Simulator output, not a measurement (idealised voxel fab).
process module | voxel self aligned vias
cross-section cut | 180 nm wide | cells 5 nm
A cross-section is a grid of square cells, given in bands from the top down. A band is one or more rows of cells.
Each band's line starts with the height of the band's top and of its bottom, in nm. Then come its materials from left to right, each with its width in nm. One material with "throughout" fills the band from edge to edge. "air" is empty space.
Height 0 is the level under which the wafer as received is all one material. The lowest band goes on downwards, as in "0 down".
A width such as "30 to 40" changes by the same amount from each row of cells to the next, from the band's top row to its bottom row.
"no change" after a step means that no cell of the cross-section changed.
closed voids: empty space of 8 cells or more with no open way to the top, each as width x height at its distance from the left edge, in nm
after a step's settings: what the simulator itself notes on the step
overlay nm, on a step with a mask: how far to the right of its planned place the mask lay; to the left if negative
plan
1 op RECEIVE | material Si
2 op CONFORMAL_DEP | material SiO2 | thk nm 15
3 op CONFORMAL_DEP | material SiCN | thk nm 5
4 op DIRECTIONAL_DEP | material SiO2 | thk nm 25
5 op PATTERN | tone open | mask id LINES | material resist | width nm 20 | pitch nm 70 | thk nm 20 | overlay nm 0
6 op DIRECTIONAL_ETCH | etch materials SiO2 | depth nm 25
7 op STRIP | etch materials resist
8 op CONFORMAL_DEP | material TiN | thk nm 5
9 op FILL_DEP | material Ru | thk nm 5
10 op CMP | height nm 45
11 op SELECTIVE_ETCH | etch materials W Ru TiN | depth nm 5
12 op FILL_DEP | material SiN | thk nm 5
13 op CMP | height nm 45
14 op DIRECTIONAL_DEP | material SiO2 | thk nm 15
15 op PATTERN | tone open | mask id VIAS | material resist | width nm 40 | pitch nm 70 | thk nm 20 | overlay nm 0
16 op DIRECTIONAL_ETCH | etch materials SiO2 | depth nm 15
17 op DIRECTIONAL_ETCH | etch materials SiN | depth nm 5
18 op STRIP | etch materials resist
19 op CONFORMAL_DEP | material TiN | thk nm 5
20 op FILL_DEP | material Cu | thk nm 10
21 op CMP | height nm 60
22 op CONFORMAL_DEP | material SiN | thk nm 5
as received, after step 1
  0 down: Si throughout
  closed voids: none
first wafer at the end, as planned
  65 to 60: SiN throughout
  60 to 50: SiO2 35 | TiN 5 | Cu 30 | TiN 5 | SiO2 30 | TiN 5 | Cu 30 | TiN 5 | SiO2 35
  50 to 45: SiO2 35 | TiN 15 | Cu 10 | TiN 15 | SiO2 30 | TiN 15 | Cu 10 | TiN 15 | SiO2 35
  45 to 40: SiO2 45 | TiN 20 | SiO2 50 | TiN 20 | SiO2 45
  40 to 25: SiO2 45 | TiN 5 | Ru 10 | TiN 5 | SiO2 50 | TiN 5 | Ru 10 | TiN 5 | SiO2 45
  25 to 20: SiO2 45 | TiN 20 | SiO2 50 | TiN 20 | SiO2 45
  20 to 15: SiCN throughout
  15 to 0: SiO2 throughout
  0 down: Si throughout
  closed voids: none
second wafer at the end: like start, like plan, one mistake
  65 to 60: SiN throughout
  60 to 50: SiO2 30 | TiN 5 | Cu 40 | TiN 5 | SiO2 20 | TiN 5 | Cu 40 | TiN 5 | SiO2 30
  50 to 45: SiO2 30 | TiN 20 | Cu 10 | TiN 20 | SiO2 20 | TiN 20 | Cu 10 | TiN 20 | SiO2 30
  45 to 40: SiO2 45 | TiN 20 | SiO2 50 | TiN 20 | SiO2 45
  40 to 25: SiO2 45 | TiN 5 | Ru 10 | TiN 5 | SiO2 50 | TiN 5 | Ru 10 | TiN 5 | SiO2 45
  25 to 20: SiO2 45 | TiN 20 | SiO2 50 | TiN 20 | SiO2 45
  20 to 15: SiCN throughout
  15 to 0: SiO2 throughout
  0 down: Si throughout
  closed voids: none
what went wrong: step 15 ran as: op PATTERN | tone open | mask id VIAS | material resist | width nm 50 | pitch nm 70 | thk nm 20 | overlay nm 0
at the end the second wafer has, in cells: 8 more of Cu | 12 fewer of SiO2 | 4 more of TiN
